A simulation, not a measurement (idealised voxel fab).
Proc. module: voxel ribs on slabs
In the cross-section labelled cut, the width is 205 nm and each square cell is 5 nm.
Square cells in a grid make up a cross-section in this document, and the grid is given as bands, listed from the top down, each one or more rows of cells.
Band: top height; bottom height; in nm. Then, left to right: material with width in nm, for each material. "throughout": a single material spanning edge to edge. "air": empty space.
Zero point of the height axis is 0; under it, received wafer = one material. Lowest band: continues down indefinitely, "0..down".
So if you see something like "30->40" for the width, read it as the top row of the band sitting at the first number and the bottom row at the second, with every row in between moving by the same amount as the last.
It should be understood that the words "changes: none", when stated for a given step, signify that the cross-section underwent no change in any of its cells during that step.
Voids not open to the top, 8 cells minimum: see "Enclosed void inventory". Written width x height at distance; distance is from the left edge; nm.
Where a step's line continues beyond its settings, the continuation is a remark by the simulator itself on that step.
The optional step-line setting "overlay nm" applies to steps with a mask and quantifies how far to the right of its planned location the mask lay, a negative value indicating leftward placement.

### This section lists the process steps that were planned
step 1: RECEIVE with material Si
step 2: DIRECTIONAL_DEP with material SiO2, thk nm 30
step 3: DIRECTIONAL_DEP with material polySi, thk nm 15
step 4: PATTERN with tone cover, mask id RIB, material resist, width nm 30, thk nm 20, overlay nm 0
step 5: DIRECTIONAL_ETCH with etch materials polySi, depth nm 5
step 6: STRIP with etch materials resist
step 7: PATTERN with tone cover, mask id SLAB, material resist, width nm 80, thk nm 20, overlay nm 0
step 8: DIRECTIONAL_ETCH with etch materials polySi, depth nm 10
step 9: STRIP with etch materials resist
step 10: FILL_DEP with material SiO2, thk nm 20
step 11: CMP with height nm 60
step 12: DIRECTIONAL_DEP with material TiN, thk nm 10
step 13: DIRECTIONAL_DEP with material aC, thk nm 15
step 14: PATTERN with tone cover, mask id HEATER, material resist, width nm 40, thk nm 35, overlay nm 0
step 15: DIRECTIONAL_ETCH with etch materials aC, depth nm 15
step 16: STRIP with etch materials resist
step 17: DIRECTIONAL_ETCH with etch materials TiN, depth nm 10
step 18: STRIP with etch materials aC
step 19: CONFORMAL_DEP with material SiN, thk nm 5

### This is the cross-section of the wafer as we received it, i.e. after step 1
* 0..down = Si throughout
* Enclosed void inventory: none

### End state of the module in cross-section, given the above starting point and plan and one mistake in execution
* 75..70 = air 75 nm / SiN 50 nm / air 80 nm
* 70..65 = air 75 nm / SiN 5 nm / TiN 40 nm / SiN 5 nm / air 80 nm
* 65..60 = SiN 80 nm / TiN 40 nm / SiN 85 nm
* 60..45 = SiO2 throughout
* 45..40 = SiO2 85 nm / polySi 30 nm / SiO2 90 nm
* 40..30 = SiO2 55 nm / polySi 90 nm / SiO2 60 nm
* 30..0 = SiO2 throughout
* 0..down = Si throughout
* Enclosed void inventory: none
Finding, execution versus plan: step 7 was not run as planned; what actually ran was PATTERN with tone cover, mask id SLAB, material resist, width nm 90, thk nm 20, overlay nm 0
